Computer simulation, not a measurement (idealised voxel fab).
Herein follows the process module entitled voxel spacer lines.
Square cells of 5 nm make up the cross-section cut, whose width is 205 nm.
Cross-section spec: square-cell grid; bands listed top down; each band is one or more rows. For a band, the entry starts with two heights in nm, that of the top and then that of the bottom, and carries on with the band's materials in order from left to right, each alongside its width in nm; the word "everywhere" beside a single material means it fills the band edge to edge, and "empty" means empty space. Heights are measured from 0, the level below which the as-received wafer is all one material; the lowest band has no bottom and continues downward, written as in "top 0, no bottom". A width given as "30 to 40" starts at the first number in the band's top row and ends at the second number in its bottom row, shifting by an equal amount at every step from row to row. "stayed the same" after a step means that no cell of the cross-section changed. So "Enclosed voids" is basically the list of trapped voids: any empty space of 8 cells or more that can't reach the top through an opening. They're written width x height at distance, the distance being from the left edge, and it's all nm. Anything after a step's settings on that line? It's the simulator's own note about the step. The optional step-line setting "overlay nm" applies to steps with a mask and quantifies how far to the right of its planned location the mask lay, a negative value indicating leftward placement.

The planned process steps are enumerated hereunder:
step 1: RECEIVE: material Si
step 2: CONFORMAL_DEP: material Al2O3, thk nm 10
step 3: DIRECTIONAL_DEP: material SiN, thk nm 20
step 4: DIRECTIONAL_DEP: material polySi, thk nm 20
step 5: PATTERN: tone cover, mask id MANDREL, material resist, width nm 20, pitch nm 70, thk nm 30, overlay nm 0
step 6: DIRECTIONAL_ETCH: etch materials polySi, depth nm 20
step 7: STRIP: etch materials resist
step 8: CONFORMAL_DEP: material SiO2, thk nm 15
step 9: DIRECTIONAL_ETCH: etch materials SiO2, depth nm 15
step 10: STRIP: etch materials polySi
step 11: DIRECTIONAL_ETCH: etch materials SiN, depth nm 20
step 12: STRIP: etch materials SiO2

Run as planned: first of two wafers:

As-received wafer cross-section (after step 1):
* top 0, no bottom | Si everywhere
* Enclosed voids: none

Step 2 complete: cross-section through the wafer:
* top 10, bottom 0 | Al2O3 everywhere
* Heights below 0 show no change.

Step 3 complete: cross-section through the wafer:
* top 30, bottom 10 | SiN everywhere
* Heights below 10 show no change.

Step 4 complete: cross-section through the wafer:
* top 50, bottom 30 | polySi everywhere
* Heights below 30 show no change.

Step 5 complete: cross-section through the wafer:
* top 80, bottom 50 | empty 20 nm, then resist 20 nm, then empty 50 nm, then resist 20 nm, then empty 50 nm, then resist 20 nm, then empty 25 nm
* Heights below 50 show no change.

Step 6 complete: cross-section through the wafer:
* top 80, bottom 50 | empty 20 nm, then resist 20 nm, then empty 50 nm, then resist 20 nm, then empty 50 nm, then resist 20 nm, then empty 25 nm
* top 50, bottom 30 | empty 20 nm, then polySi 20 nm, then empty 50 nm, then polySi 20 nm, then empty 50 nm, then polySi 20 nm, then empty 25 nm
* Heights below 30 show no change.

Step 7 complete: cross-section through the wafer:
* top 50, bottom 30 | empty 20 nm, then polySi 20 nm, then empty 50 nm, then polySi 20 nm, then empty 50 nm, then polySi 20 nm, then empty 25 nm
* Heights below 30 show no change.

Step 8 complete: cross-section through the wafer:
* top 65, bottom 50 | empty 5 nm, then SiO2 50 nm, then empty 20 nm, then SiO2 50 nm, then empty 20 nm, then SiO2 50 nm, then empty 10 nm
* top 50, bottom 45 | empty 5 nm, then SiO2 15 nm, then polySi 20 nm, then SiO2 15 nm, then empty 20 nm, then SiO2 15 nm, then polySi 20 nm, then SiO2 15 nm, then empty 20 nm, then SiO2 15 nm, then polySi 20 nm, then SiO2 15 nm, then empty 10 nm
* top 45, bottom 30 | SiO2 20 nm, then polySi 20 nm, then SiO2 50 nm, then polySi 20 nm, then SiO2 50 nm, then polySi 20 nm, then SiO2 25 nm
* Heights below 30 show no change.

Step 9 complete: cross-section through the wafer:
* top 50, bottom 30 | empty 5 nm, then SiO2 15 nm, then polySi 20 nm, then SiO2 15 nm, then empty 20 nm, then SiO2 15 nm, then polySi 20 nm, then SiO2 15 nm, then empty 20 nm, then SiO2 15 nm, then polySi 20 nm, then SiO2 15 nm, then empty 10 nm
* Heights below 30 show no change.

Step 10 complete: cross-section through the wafer:
* top 50, bottom 30 | empty 5 nm, then SiO2 15 nm, then empty 20 nm, then SiO2 15 nm, then empty 20 nm, then SiO2 15 nm, then empty 20 nm, then SiO2 15 nm, then empty 20 nm, then SiO2 15 nm, then empty 20 nm, then SiO2 15 nm, then empty 10 nm
* Heights below 30 show no change.

Step 11 complete: cross-section through the wafer:
* top 50, bottom 30 | empty 5 nm, then SiO2 15 nm, then empty 20 nm, then SiO2 15 nm, then empty 20 nm, then SiO2 15 nm, then empty 20 nm, then SiO2 15 nm, then empty 20 nm, then SiO2 15 nm, then empty 20 nm, then SiO2 15 nm, then empty 10 nm
* top 30, bottom 10 | empty 5 nm, then SiN 15 nm, then empty 20 nm, then SiN 15 nm, then empty 20 nm, then SiN 15 nm, then empty 20 nm, then SiN 15 nm, then empty 20 nm, then SiN 15 nm, then empty 20 nm, then SiN 15 nm, then empty 10 nm
* Heights below 10 show no change.

Step 12 complete: cross-section through the wafer:
* top 30, bottom 10 | empty 5 nm, then SiN 15 nm, then empty 20 nm, then SiN 15 nm, then empty 20 nm, then SiN 15 nm, then empty 20 nm, then SiN 15 nm, then empty 20 nm, then SiN 15 nm, then empty 20 nm, then SiN 15 nm, then empty 10 nm
* Heights below 10 show no change.

Companion wafer, the second of two: same beginning, same intended sequence, one mistake in carrying it out; through step 1 inclusive it tracks the first exactly:

Second wafer shown in cross-section at the time step 2 was slated to end:
* top 20, bottom 0 | SiN everywhere
* Heights below 0 show no change.

Second wafer shown in cross-section at the time step 3 was slated to end:
* top 30, bottom 20 | Al2O3 everywhere
* Heights below 20 show no change.

Second wafer shown in cross-section at the time step 4 was slated to end:
* top 50, bottom 30 | polySi everywhere
* Heights below 30 show no change.

Second wafer shown in cross-section at the time step 5 was slated to end:
* top 80, bottom 50 | empty 20 nm, then resist 20 nm, then empty 50 nm, then resist 20 nm, then empty 50 nm, then resist 20 nm, then empty 25 nm
* Heights below 50 show no change.

Second wafer shown in cross-section at the time step 6 was slated to end:
* top 80, bottom 50 | empty 20 nm, then resist 20 nm, then empty 50 nm, then resist 20 nm, then empty 50 nm, then resist 20 nm, then empty 25 nm
* top 50, bottom 30 | empty 20 nm, then polySi 20 nm, then empty 50 nm, then polySi 20 nm, then empty 50 nm, then polySi 20 nm, then empty 25 nm
* Heights below 30 show no change.

Second wafer shown in cross-section at the time step 7 was slated to end:
* top 50, bottom 30 | empty 20 nm, then polySi 20 nm, then empty 50 nm, then polySi 20 nm, then empty 50 nm, then polySi 20 nm, then empty 25 nm
* Heights below 30 show no change.

Second wafer shown in cross-section at the time step 8 was slated to end:
* top 65, bottom 50 | empty 5 nm, then SiO2 50 nm, then empty 20 nm, then SiO2 50 nm, then empty 20 nm, then SiO2 50 nm, then empty 10 nm
* top 50, bottom 45 | empty 5 nm, then SiO2 15 nm, then polySi 20 nm, then SiO2 15 nm, then empty 20 nm, then SiO2 15 nm, then polySi 20 nm, then SiO2 15 nm, then empty 20 nm, then SiO2 15 nm, then polySi 20 nm, then SiO2 15 nm, then empty 10 nm
* top 45, bottom 30 | SiO2 20 nm, then polySi 20 nm, then SiO2 50 nm, then polySi 20 nm, then SiO2 50 nm, then polySi 20 nm, then SiO2 25 nm
* Heights below 30 show no change.

Second wafer shown in cross-section at the time step 9 was slated to end:
* top 50, bottom 30 | empty 5 nm, then SiO2 15 nm, then polySi 20 nm, then SiO2 15 nm, then empty 20 nm, then SiO2 15 nm, then polySi 20 nm, then SiO2 15 nm, then empty 20 nm, then SiO2 15 nm, then polySi 20 nm, then SiO2 15 nm, then empty 10 nm
* Heights below 30 show no change.

Second wafer shown in cross-section at the time step 10 was slated to end:
* top 50, bottom 30 | empty 5 nm, then SiO2 15 nm, then empty 20 nm, then SiO2 15 nm, then empty 20 nm, then SiO2 15 nm, then empty 20 nm, then SiO2 15 nm, then empty 20 nm, then SiO2 15 nm, then empty 20 nm, then SiO2 15 nm, then empty 10 nm
* Heights below 30 show no change.

Second wafer shown in cross-section at the time step 11 was slated to end: stayed the same

Second wafer shown in cross-section at the time step 12 was slated to end:
* top 30, bottom 20 | Al2O3 everywhere
* Heights below 20 show no change.
Against the plan, the run slipped here: a sequencing error occurred in which plan steps 2 and 3 were transposed
It is noted that, at the conclusion of processing, the second wafer exhibits a higher or lower cell count for certain materials relative to the first: SiN: 92 more
